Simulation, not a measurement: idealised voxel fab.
process module | voxel released beams
cross-section cut | 150 nm wide | cells 5 nm
A cross-section is a grid of square cells, given in bands from the top down. A band is one or more rows of cells.
Each band's line starts with the height of the band's top and of its bottom, in nm. Then come its materials from left to right, each with its width in nm. One material with "throughout" fills the band from edge to edge. "air" is empty space.
Height 0 is the level under which the wafer as received is all one material. The lowest band goes on downwards, as in "0 down".
A width such as "30 to 40" changes by the same amount from each row of cells to the next, from the band's top row to its bottom row.
"no change" after a step means that no cell of the cross-section changed.
closed voids: empty space of 8 cells or more with no open way to the top, each as width x height at its distance from the left edge, in nm
after a step's settings: what the simulator itself notes on the step
overlay nm, on a step with a mask: how far to the right of its planned place the mask lay; to the left if negative
plan
1 op RECEIVE | material Si
2 op CONFORMAL_DEP | material Al2O3 | thk nm 10
3 op DIRECTIONAL_DEP | material SiO2 | thk nm 10
4 op PATTERN | tone open | mask id ANCHOR | material resist | width nm 35 | thk nm 15 | overlay nm 0
5 op DIRECTIONAL_ETCH | etch materials SiO2 | depth nm 10
6 op STRIP | etch materials resist
7 op CONFORMAL_DEP | material polySi | thk nm 10
8 op MASKED_ETCH | tone cover | mask id BEAM | width nm 80 | etch materials polySi | depth nm 10 | overlay nm 0
9 op STRIP | etch materials SiO2
as received, after step 1
  0 down: Si throughout
  closed voids: none
first wafer at the end, as planned
  30 to 20: air 30 | polySi 15 | air 15 | polySi 50 | air 40
  20 to 10: air 35 | polySi 35 | air 80
  10 to 0: Al2O3 throughout
  0 down: Si throughout
  closed voids: none
second wafer at the end: like start, like plan, one mistake
  30 to 20: air 30 | polySi 15 | air 15 | polySi 50 | air 40
  20 to 10: air 35 | polySi 35 | air 80
  10 to 0: polySi throughout
  0 down: Si throughout
  closed voids: none
what went wrong: step 2 ran as: op CONFORMAL_DEP | material polySi | thk nm 10
at the end the second wafer has, in cells: 60 fewer of Al2O3 | 60 more of polySi
